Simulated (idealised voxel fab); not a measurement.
The following process module bears the name voxel double patterning.
The cross-section on display is named cut; it measures 170 nm wide, and its cells are 5 nm squares.
For the purposes of this document, a cross-section shall be understood as a grid of square cells, specified as bands listed in top-to-bottom order, each band consisting of one or more rows of cells. Band entry format. Leading values: height of top, height of bottom, nm. Remainder: materials in left-to-right order, each with its width in nm. Special words: "all across" on a single material, which then fills the band edge to edge; "blank", empty space. Counting heights begins at 0, where everything beneath is, in the wafer as received, one material. The lowest band has no bottom; it goes on downwards, as "0..down" shows. With a width like "30..40", each row of cells in the band differs from the next by the same amount, the top row carrying the first number and the bottom row the second. Step marked "nothing different"? Then no cell in the cross-section changed in it. "Enclosed internal cavities" enumerates empty spaces isolated from the top, with no open way to it, that contain at least 8 cells, giving each as width x height at distance from the left edge, all three in nm. If you see something after the settings on a step's line, that's the simulator's own remark about that step. overlay nm: on a step with a mask, how far right of its planned place the mask lay; negative means left.
Planned step list for the process:
1: RECEIVE | material Si
2: CONFORMAL_DEP | material SiO2 | thk nm 5
3: DIRECTIONAL_DEP | material TiN | thk nm 20
4: DIRECTIONAL_DEP | material SiN | thk nm 10
5: MASKED_ETCH | tone open | mask id FIRST | width nm 15 | pitch nm 50 | etch materials SiN | depth nm 10 | overlay nm 0
6: DIRECTIONAL_DEP | material aC | thk nm 10
7: PATTERN | tone open | mask id SECOND | material resist | width nm 15 | thk nm 30 | overlay nm 0
8: DIRECTIONAL_ETCH | etch materials aC | depth nm 10
9: STRIP | etch materials resist
10: DIRECTIONAL_ETCH | etch materials SiN | depth nm 10
11: STRIP | etch materials aC
12: DIRECTIONAL_ETCH | etch materials TiN | depth nm 20
13: STRIP | etch materials SiN
Cross-section, incoming material, after step 1:
* 0..down | Si all across
* Enclosed internal cavities: none
Cross-section: first of two wafers, module finished, run according to plan:
* 25..5 | TiN (50) / blank (15) / TiN (10) / blank (15) / TiN (10) / blank (15) / TiN (55)
* 5..0 | SiO2 all across
* 0..down | Si all across
* Enclosed internal cavities: none
Cross-section, wafer two of two, end of module: same start and plan as wafer one, one error in execution:
* 25..20 | SiO2 all across
* 20..0 | TiN all across
* 0..down | Si all across
* Enclosed internal cavities: none
Which mistake was made when the wafer was run? it was found that steps 2 and 3 of the process plan had been performed in exchanged positions
Once processing is complete, comparing cell counts shows that the second wafer has more or fewer of certain materials than the first: TiN: 36 more
